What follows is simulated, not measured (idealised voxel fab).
The name of this process module is voxel tone inversion.
Each square cell in cross-section cut measures 5 nm, and the section as a whole is 160 nm wide.
In this document a cross-section is written as a grid of square cells. It is given as a series of bands, listed from the top down, and a band is one or more rows of cells.
Top height, bottom height, nm. Materials left to right, width each, nm. Single material + "throughout" = fills band edge to edge. "blank" = empty.
Height reference: 0 = level under which incoming wafer is all one material. Lowest band: no bottom, runs on downward, e.g. "0 and below".
The notation "30..40" denotes a width that varies across the rows of cells in the band, beginning at the first number in the top row, finishing at the second number in the bottom row, and changing by an identical amount from each row to the next.
"all unchanged", as given for a step, is the statement that not any cell of the cross-section underwent a change during that step.
"Unvented voids" contains a list of empty spaces, each no smaller than 8 cells and without an open way to the top, written in the form width x height at distance with the distance from the left edge and all three in nm.
Whatever follows a step's settings on its line is a remark the simulator itself makes about that step.
You can add "overlay nm" to a step's line. For a step with a mask, it describes how far the mask lay to the right of its planned position, and a negative number describes a lay to the left.

**The following list gives the planned process steps**
step 1: RECEIVE with material Si
step 2: CONFORMAL_DEP with material SiCN, thk nm 5
step 3: DIRECTIONAL_DEP with material aC, thk nm 15
step 4: PATTERN with tone cover, mask id POSTS, material resist, width nm 20, pitch nm 35, thk nm 25, overlay nm 0
step 5: DIRECTIONAL_ETCH with etch materials aC, depth nm 15
step 6: STRIP with etch materials resist
step 7: FILL_DEP with material SiO2, thk nm 10
step 8: CMP with height nm 20
step 9: STRIP with etch materials aC

**as received, after step 1**
* 0 and below: Si throughout
* Unvented voids: none

**Wafer at module end, in section. Began as above, planned as above, run with one mistake**
* 20 down to 5: SiO2=20  blank=20  SiO2=15  blank=20  SiO2=15  blank=20  SiO2=15  blank=20  SiO2=15
* 5 down to 0: SiCN throughout
* 0 and below: Si throughout
* Unvented voids: none
Run error: planned and actual differ for step 4; actual: PATTERN with tone cover, mask id POSTS, material resist, width nm 20, pitch nm 35, thk nm 25, overlay nm 5
